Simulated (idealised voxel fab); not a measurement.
This section sets out a process module, namely voxel wiring stack.
Each square cell in cross-section cut measures 5 nm, and the section as a whole is 260 nm wide.
A cross-section is a grid of square cells, given in bands from the top down. A band is one or more rows of cells. Read a band's entry like this: the first values are the height of its top and the height of its bottom in nm, and what follows is the sequence of materials from left to right, each with its width in nm. Note that "blank" is empty space, and that a single material marked "edge to edge" reaches across the band from edge to edge. Heights are expressed relative to 0, this being the level below which the as-received wafer comprises one material exclusively. The lowest band is unbounded in the downward direction and is denoted as in "0 down". Quick explanation for "30 to 40": the width changes in equal steps down the rows of cells, from the first number in the band's top row to the second number in its bottom row. When a step is marked "remained unchanged", none of the cells in the cross-section changed during that step. Voids not open to the top, 8 cells minimum: see "Fully sealed voids". Written width x height at distance; distance is from the left edge; nm. On a step's line, text after the settings is the simulator commenting on that step. The line of a step may include "overlay nm". On a step with a mask, this value is how far to the right of its planned place the mask lay. A negative value means the mask lay to the left.
## This section lists the process steps that were planned
1: RECEIVE [material Si]
2: CONFORMAL_DEP [material SiO2] [thk nm 15]
3: CONFORMAL_DEP [material SiCN] [thk nm 5]
4: DIRECTIONAL_DEP [material lowk] [thk nm 15]
5: DIRECTIONAL_DEP [material aC] [thk nm 10]
6: PATTERN [tone open] [mask id METAL_1] [material resist] [width nm 20] [pitch nm 40] [thk nm 25] [overlay nm 0]
7: DIRECTIONAL_ETCH [etch materials aC] [depth nm 10]
8: STRIP [etch materials resist]
9: DIRECTIONAL_ETCH [etch materials lowk] [depth nm 15]
10: DIRECTIONAL_ETCH [etch materials SiCN] [depth nm 5]
11: STRIP [etch materials aC]
12: CONFORMAL_DEP [material TiN] [thk nm 5]
13: FILL_DEP [material Cu] [thk nm 5]
14: CMP [height nm 35]
15: EPI [material Ru] [thk nm 5]
16: FILL_DEP [material SiCN] [thk nm 5]
17: DIRECTIONAL_DEP [material SiO2] [thk nm 15]
18: DIRECTIONAL_DEP [material aC] [thk nm 15]
19: PATTERN [tone open] [mask id PLUG_1] [material resist] [width nm 15] [pitch nm 40] [thk nm 30] [overlay nm 0]
20: DIRECTIONAL_ETCH [etch materials aC] [depth nm 15]
21: STRIP [etch materials resist]
22: DIRECTIONAL_ETCH [etch materials SiO2] [depth nm 15]
23: DIRECTIONAL_ETCH [etch materials SiCN] [depth nm 5]
24: STRIP [etch materials aC]
25: EPI [material Ru] [thk nm 10]
26: EPI [material Ru] [thk nm 10]
27: CONFORMAL_DEP [material SiCN] [thk nm 5]
28: DIRECTIONAL_DEP [material lowk] [thk nm 20]
29: PATTERN [tone open] [mask id METAL_2] [material resist] [width nm 20] [pitch nm 40] [thk nm 15] [overlay nm 0]
30: DIRECTIONAL_ETCH [etch materials lowk] [depth nm 20]
31: DIRECTIONAL_ETCH [etch materials SiCN] [depth nm 5]
32: STRIP [etch materials resist]
33: CONFORMAL_DEP [material TiN] [thk nm 5]
34: FILL_DEP [material W] [thk nm 5]
35: CMP [height nm 85]
36: CONFORMAL_DEP [material SiCN] [thk nm 5]
37: DIRECTIONAL_DEP [material lowk] [thk nm 30]
38: MASKED_ETCH [tone open] [mask id METAL_3] [width nm 20] [pitch nm 40] [etch materials lowk] [depth nm 15] [overlay nm 0]
39: MASKED_ETCH [tone open] [mask id METAL_3_HOLES] [width nm 15] [pitch nm 40] [etch materials lowk] [depth nm 15] [overlay nm 0]
40: MASKED_ETCH [tone open] [mask id METAL_3_HOLES] [width nm 15] [pitch nm 40] [etch materials SiCN] [depth nm 5] [overlay nm 0]
41: CONFORMAL_DEP [material TiN] [thk nm 5]
42: FILL_DEP [material Cu] [thk nm 5]
43: CMP [height nm 120]
44: CONFORMAL_DEP [material SiCN] [thk nm 5]
45: DIRECTIONAL_DEP [material SiO2] [thk nm 20]
46: MASKED_ETCH [tone open] [mask id PLUG_3] [width nm 15] [pitch nm 40] [etch materials SiO2] [depth nm 20] [overlay nm 0]
47: MASKED_ETCH [tone open] [mask id PLUG_3] [width nm 15] [pitch nm 40] [etch materials SiCN] [depth nm 5] [overlay nm 0]
48: EPI [material Ru] [thk nm 10]
49: EPI [material Ru] [thk nm 10]
50: EPI [material Ru] [thk nm 5]
51: DIRECTIONAL_DEP [material TiN] [thk nm 5]
52: DIRECTIONAL_DEP [material W] [thk nm 25]
53: MASKED_ETCH [tone cover] [mask id METAL_4] [width nm 20] [pitch nm 40] [etch materials W] [depth nm 25] [overlay nm 0]
54: MASKED_ETCH [tone cover] [mask id METAL_4] [width nm 20] [pitch nm 40] [etch materials TiN] [depth nm 5] [overlay nm 0]
55: CONFORMAL_DEP [material SiCN] [thk nm 5]
56: FILL_DEP [material SiO2] [thk nm 5]
57: CMP [height nm 175]
58: CONFORMAL_DEP [material SiCN] [thk nm 5]
## as received, after step 1
* 0 down | Si edge to edge
* Fully sealed voids: none
## Cross-section, first of two wafers, end of module, run as planned
* 180 to 175 | SiCN edge to edge
* 175 to 150 | 75 of SiO2; 5 of SiCN; 20 of W; 5 of SiCN; 10 of SiO2; 5 of SiCN; 20 of W; 5 of SiCN; 10 of SiO2; 5 of SiCN; 20 of W; 5 of SiCN; 75 of SiO2
* 150 to 145 | 80 of SiCN; 20 of TiN; 20 of SiCN; 20 of TiN; 20 of SiCN; 20 of TiN; 80 of SiCN
* 145 to 125 | 80 of SiO2; 15 of Ru; 25 of SiO2; 15 of Ru; 25 of SiO2; 15 of Ru; 85 of SiO2
* 125 to 120 | 80 of SiCN; 15 of Ru; 25 of SiCN; 15 of Ru; 25 of SiCN; 15 of Ru; 85 of SiCN
* 120 to 110 | 80 of lowk; 5 of TiN; 10 of Cu; 5 of TiN; 20 of lowk; 5 of TiN; 10 of Cu; 5 of TiN; 20 of lowk; 5 of TiN; 10 of Cu; 5 of TiN; 80 of lowk
* 110 to 105 | 80 of lowk; 5 of TiN; 5 of Cu; 10 of TiN; 20 of lowk; 5 of TiN; 5 of Cu; 10 of TiN; 20 of lowk; 5 of TiN; 5 of Cu; 10 of TiN; 80 of lowk
* 105 to 90 | 80 of lowk; 5 of TiN; 5 of Cu; 5 of TiN; 25 of lowk; 5 of TiN; 5 of Cu; 5 of TiN; 25 of lowk; 5 of TiN; 5 of Cu; 5 of TiN; 85 of lowk
* 90 to 85 | 80 of SiCN; 15 of TiN; 25 of SiCN; 15 of TiN; 25 of SiCN; 15 of TiN; 85 of SiCN
* 85 to 65 | 80 of lowk; 5 of TiN; 10 of W; 5 of TiN; 20 of lowk; 5 of TiN; 10 of W; 5 of TiN; 20 of lowk; 5 of TiN; 10 of W; 5 of TiN; 80 of lowk
* 65 to 60 | 80 of SiCN; 20 of TiN; 20 of SiCN; 20 of TiN; 20 of SiCN; 20 of TiN; 80 of SiCN
* 60 to 45 | 80 of SiO2; 15 of Ru; 25 of SiO2; 15 of Ru; 25 of SiO2; 15 of Ru; 85 of SiO2
* 45 to 35 | 80 to 75 of SiCN; 15 to 30 of Ru; 25 to 10 of SiCN; 15 to 30 of Ru; 25 to 10 of SiCN; 15 to 30 of Ru; 85 to 75 of SiCN
* 35 to 20 | 80 of lowk; 5 of TiN; 10 of Cu; 5 of TiN; 20 of lowk; 5 of TiN; 10 of Cu; 5 of TiN; 20 of lowk; 5 of TiN; 10 of Cu; 5 of TiN; 80 of lowk
* 20 to 15 | 80 of SiCN; 20 of TiN; 20 of SiCN; 20 of TiN; 20 of SiCN; 20 of TiN; 80 of SiCN
* 15 to 0 | SiO2 edge to edge
* 0 down | Si edge to edge
* Fully sealed voids: none
## Wafer two, end of module, cross-section. Same start, same plan as wafer one. One mistake in the run
* 180 to 175 | SiCN edge to edge
* 175 to 155 | 90 of SiO2; 5 of SiCN; 5 of W; 5 of SiCN; 25 of SiO2; 5 of SiCN; 5 of W; 5 of SiCN; 25 of SiO2; 5 of SiCN; 5 of W; 5 of SiCN; 75 of SiO2
* 155 to 150 | 75 of SiO2; 20 of SiCN; 5 of W; 5 of SiCN; 10 of SiO2; 20 of SiCN; 5 of W; 5 of SiCN; 10 of SiO2; 20 of SiCN; 5 of W; 5 of SiCN; 75 of SiO2
* 150 to 145 | 80 of SiCN; 15 of W; 5 of TiN; 20 of SiCN; 15 of W; 5 of TiN; 20 of SiCN; 15 of W; 5 of TiN; 80 of SiCN
* 145 to 125 | 80 of SiO2; 15 of W; 25 of SiO2; 15 of W; 25 of SiO2; 15 of W; 85 of SiO2
* 125 to 120 | 80 of SiCN; 15 of TiN; 25 of SiCN; 15 of TiN; 25 of SiCN; 15 of TiN; 85 of SiCN
* 120 to 90 | lowk edge to edge
* 90 to 85 | SiCN edge to edge
* 85 to 65 | 80 of lowk; 5 of TiN; 10 of W; 5 of TiN; 20 of lowk; 5 of TiN; 10 of W; 5 of TiN; 20 of lowk; 5 of TiN; 10 of W; 5 of TiN; 80 of lowk
* 65 to 60 | 80 of SiCN; 20 of TiN; 20 of SiCN; 20 of TiN; 20 of SiCN; 20 of TiN; 80 of SiCN
* 60 to 45 | 80 of SiO2; 15 of Ru; 25 of SiO2; 15 of Ru; 25 of SiO2; 15 of Ru; 85 of SiO2
* 45 to 35 | 80 to 75 of SiCN; 15 to 30 of Ru; 25 to 10 of SiCN; 15 to 30 of Ru; 25 to 10 of SiCN; 15 to 30 of Ru; 85 to 75 of SiCN
* 35 to 20 | 80 of lowk; 5 of TiN; 10 of Cu; 5 of TiN; 20 of lowk; 5 of TiN; 10 of Cu; 5 of TiN; 20 of lowk; 5 of TiN; 10 of Cu; 5 of TiN; 80 of lowk
* 20 to 15 | 80 of SiCN; 20 of TiN; 20 of SiCN; 20 of TiN; 20 of SiCN; 20 of TiN; 80 of SiCN
* 15 to 0 | SiO2 edge to edge
* 0 down | Si edge to edge
* Fully sealed voids: none
Here's what went sideways: plan step 37 ran twice
The second wafer ends with more or fewer cells of some materials than the first, per final count: Cu: 24 fewer; Ru: 45 fewer; SiCN: 18 more; SiO2: 36 more; TiN: 48 fewer; lowk: 63 more
